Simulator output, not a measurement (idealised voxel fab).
The process module presented herein is designated voxel trench capacitor.
This is section cut - it's 160 nm across, gridded in 5 nm square cells.
How to read a cross-section here: the picture is a grid of square cells, written as bands going from the top down, and any band can span one or more rows of cells. Band: top height; bottom height; in nm. Then, left to right: material with width in nm, for each material. "edge to edge": a single material spanning edge to edge. "empty": empty space. Heads up on the height convention: 0 is the point under which the incoming wafer is all one material, and the lowest band has no bottom, it just keeps going down, like "0 -> down". A width given as "30 to 40" starts at the first number in the band's top row and ends at the second number in its bottom row, shifting by an equal amount at every step from row to row. Reading "stayed the same" for a step: not a cell of the cross-section changed in it. If an empty space has no open way to the top and is at least 8 cells in size, "Cavities, sealed" lists it, written width x height at distance, where distance is measured from the left edge and every value is in nm. Note: text after step settings on the step line = simulator remark on that step. "overlay nm", when on a step's line for a step with a mask, measures how far to the right of its planned place the mask lay; a negative measure means to the left.
Below is the list of planned process steps:
1,RECEIVE,material Si
2,CONFORMAL_DEP,material SiN,thk nm 10
3,MASKED_ETCH,tone open,mask id TRENCH,width nm 20,pitch nm 35,etch materials SiN,depth nm 10,overlay nm 0
4,MASKED_ETCH,tone open,mask id TRENCH,width nm 20,pitch nm 35,etch materials Si,depth nm 35,overlay nm -15
5,CONFORMAL_DEP,material SiO2,thk nm 5
6,FILL_DEP,material polySi,thk nm 10
7,CMP,height nm 10
The wafers in this document start out alike and differ in the overlay nm applied at step 4; the plan shows the value used for the first wafer.
First of several wafers (as received, post step 1), cross-sectional view:
0 -> down: Si edge to edge
Cavities, sealed: none
For your reference, the table is organized with a row per wafer; each row reflects the wafer at the end of the module, indicating for each material the cells gained (+) or lost (-) since receipt, and thereafter its closed voids:
overlay nm -15; -21 Si; +40 SiN; +39 SiO2; +6 polySi; Cavities, sealed: none
overlay nm -10; -42 Si; +40 SiN; +60 SiO2; +6 polySi; Cavities, sealed: none
overlay nm -5; -63 Si; +40 SiN; +60 SiO2; +27 polySi; Cavities, sealed: none
overlay nm 0; -84 Si; +40 SiN; +60 SiO2; +48 polySi; Cavities, sealed: none
overlay nm 5; -63 Si; +40 SiN; +60 SiO2; +27 polySi; Cavities, sealed: none
overlay nm 10; -42 Si; +40 SiN; +60 SiO2; +6 polySi; Cavities, sealed: none
overlay nm 15; -21 Si; +40 SiN; +39 SiO2; +6 polySi; Cavities, sealed: none
